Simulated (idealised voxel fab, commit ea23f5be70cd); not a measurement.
This is a process module. Its name is voxel double patterning.
Cross-sectional view cut (width: 260 nm; square cell size: 5 nm).
A cross-section in this document is a grid of square cells, and it is written down as bands, the top band listed before the ones below it; a band is made up of one or more rows of cells.
Heights first: top, then bottom, in nm. Then materials, left to right, each with a width in nm. "throughout" on a single material: fills the band edge to edge. "air": empty space.
Beneath 0, the wafer as received is one material, and that level is where height counting begins. The lowest band goes on downward without a bottom; it is written like "0 down".
Per-row width for "30 to 40": begins at first number (top row of band), ends at second number (bottom row), increment between rows held constant.
The designation "everything unchanged", where it is given for a processing step, indicates that no cell of the cross-section was altered in the course of that step.
Listed in "Trapped voids": every empty space of 8 or more cells without an open way to the top. Form: width x height at distance, the distance being from the left edge, all in nm.
What comes after the settings on a step's line is commentary from the simulator itself on that step.
If you see "overlay nm" on a step's line and that step has a mask, it's telling you how far right of where it was planned the mask ended up; a negative number means it went left instead.
-- These are the steps we planned for the process
| 1 | RECEIVE | material Si |
| 2 | CONFORMAL_DEP | material SiO2 | thk nm 5 |
| 3 | DIRECTIONAL_DEP | material polySi | thk nm 20 |
| 4 | DIRECTIONAL_DEP | material SiN | thk nm 5 |
| 5 | PATTERN | tone open | mask id FIRST | material resist | width nm 15 | pitch nm 50 | thk nm 20 | overlay nm 0 |
| 6 | DIRECTIONAL_ETCH | etch materials SiN | depth nm 5 |
| 7 | STRIP | etch materials resist |
| 8 | MASKED_ETCH | tone open | mask id SECOND | width nm 15 | pitch nm 50 | etch materials SiN | depth nm 5 | overlay nm 0 |
| 9 | DIRECTIONAL_ETCH | etch materials polySi | depth nm 20 |
| 10 | STRIP | etch materials SiN |
-- first wafer, as planned
-- Wafer as received: cross-section following step 1
> 0 down = Si throughout
> Trapped voids: none
-- Wafer section view after processing step 2
> 5 to 0 = SiO2 throughout
> Under 0: no change, same as before.
-- Wafer section view after processing step 3
> 25 to 5 = polySi throughout
> Under 5: no change, same as before.
-- Wafer section view after processing step 4
> 30 to 25 = SiN throughout
> Under 25: no change, same as before.
-- Wafer section view after processing step 5
> 50 to 30 = resist 70  air 15  resist 35  air 15  resist 35  air 15  resist 75
> Under 30: no change, same as before.
-- Wafer section view after processing step 6
> 50 to 30 = resist 70  air 15  resist 35  air 15  resist 35  air 15  resist 75
> 30 to 25 = SiN 70  air 15  SiN 35  air 15  SiN 35  air 15  SiN 75
> Under 25: no change, same as before.
-- Wafer section view after processing step 7
> 30 to 25 = SiN 70  air 15  SiN 35  air 15  SiN 35  air 15  SiN 75
> Under 25: no change, same as before.
-- Wafer section view after processing step 8
> 30 to 25 = SiN 70  air 15  SiN 10  air 15  SiN 10  air 15  SiN 10  air 15  SiN 10  air 15  SiN 75
> Under 25: no change, same as before.
-- Wafer section view after processing step 9
> 30 to 25 = SiN 70  air 15  SiN 10  air 15  SiN 10  air 15  SiN 10  air 15  SiN 10  air 15  SiN 75
> 25 to 5 = polySi 70  air 15  polySi 10  air 15  polySi 10  air 15  polySi 10  air 15  polySi 10  air 15  polySi 75
> Under 5: no change, same as before.
-- Wafer section view after processing step 10
> 25 to 5 = polySi 70  air 15  polySi 10  air 15  polySi 10  air 15  polySi 10  air 15  polySi 10  air 15  polySi 75
> Under 5: no change, same as before.
-- Wafer two. Identical start, identical plan. One mistake in execution. Identical history through step 2
-- At the planned end of step 3, the second wafer in cross-section
> 35 to 5 = polySi throughout
> Under 5: no change, same as before.
-- At the planned end of step 4, the second wafer in cross-section
> 40 to 35 = SiN throughout
> Under 35: no change, same as before.
-- At the planned end of step 5, the second wafer in cross-section
> 60 to 40 = resist 70  air 15  resist 35  air 15  resist 35  air 15  resist 75
> Under 40: no change, same as before.
-- At the planned end of step 6, the second wafer in cross-section
> 60 to 40 = resist 70  air 15  resist 35  air 15  resist 35  air 15  resist 75
> 40 to 35 = SiN 70  air 15  SiN 35  air 15  SiN 35  air 15  SiN 75
> Under 35: no change, same as before.
-- At the planned end of step 7, the second wafer in cross-section
> 40 to 35 = SiN 70  air 15  SiN 35  air 15  SiN 35  air 15  SiN 75
> Under 35: no change, same as before.
-- At the planned end of step 8, the second wafer in cross-section
> 40 to 35 = SiN 70  air 15  SiN 10  air 15  SiN 10  air 15  SiN 10  air 15  SiN 10  air 15  SiN 75
> Under 35: no change, same as before.
-- At the planned end of step 9, the second wafer in cross-section
> 40 to 35 = SiN 70  air 15  SiN 10  air 15  SiN 10  air 15  SiN 10  air 15  SiN 10  air 15  SiN 75
> 35 to 15 = polySi 70  air 15  polySi 10  air 15  polySi 10  air 15  polySi 10  air 15  polySi 10  air 15  polySi 75
> Under 15: no change, same as before.
-- At the planned end of step 10, the second wafer in cross-section
> 35 to 15 = polySi 70  air 15  polySi 10  air 15  polySi 10  air 15  polySi 10  air 15  polySi 10  air 15  polySi 75
> Under 15: no change, same as before.
Deviation noted in wafer processing: so step 3 ended up running with a different setting than we planned, it ran as DIRECTIONAL_DEP | material polySi | thk nm 30
Heads up, by the end the second wafer has more or fewer cells of some materials compared to the first: polySi +104
